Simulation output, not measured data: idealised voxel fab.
The following process module bears the name voxel released beams.
245 nm wide, 5 nm square cells: that's cross-section cut.
In this document a cross-section is written as a grid of square cells. It is given as a series of bands, listed from the top down, and a band is one or more rows of cells.
The entry gives the band's vertical extent as a top height and a bottom height in nm, then its horizontal make-up as materials from left to right, each with a width in nm. "empty" stands for empty space; a single material marked "all across" fills the band edge to edge.
Ref level 0: as-received wafer is one material below here. Bottom band extends down with no lower bound ("0 and below").
Width spec "30 to 40" -> top row of cells at first value, bottom row at second value, equal per-row change in between.
What does "everything unchanged" mean for a step? It means no cell of the cross-section changed in that step.
If an empty space has no open way to the top and is at least 8 cells in size, "Closed void register" lists it, written width x height at distance, where distance is measured from the left edge and every value is in nm.
Formally, on a step line, whatever follows the settings is a remark that the simulator itself makes on the step.
A step line may carry the setting "overlay nm", which, for steps involving a mask, states the distance by which the mask lay to the right of its intended position; negative values denote displacement to the left.
STEPS IN THE PROCESS PLAN
| 1 | RECEIVE: material Si |
| 2 | CONFORMAL_DEP: material Al2O3, thk nm 5 |
| 3 | DIRECTIONAL_DEP: material SiO2, thk nm 10 |
| 4 | PATTERN: tone open, mask id ANCHOR, material resist, width nm 25, thk nm 20, overlay nm 0 |
| 5 | DIRECTIONAL_ETCH: etch materials SiO2, depth nm 10 |
| 6 | STRIP: etch materials resist |
| 7 | CONFORMAL_DEP: material SiN, thk nm 10 |
| 8 | MASKED_ETCH: tone cover, mask id BEAM, width nm 105, etch materials SiN, depth nm 10, overlay nm 0 |
| 9 | STRIP: etch materials SiO2 |
HERE'S WHAT THE WAFER LOOKED LIKE IN CROSS-SECTION WHEN IT ARRIVED - THAT'S AFTER STEP 1
* 0 and below: Si all across
* Closed void register: none
END-OF-MODULE CROSS-SECTION. STARTING STRUCTURE AND PROCESS PLAN AS ABOVE; ONE MISTAKE MADE IN RUNNING IT
* 10 down to 0: empty: 65 | SiN: 105 | empty: 75
* 0 and below: Si all across
* Closed void register: none
Nonconformance to the process plan: step 6 was run on a setting that differed from the plan, and what really ran there is STRIP: etch materials Al2O3
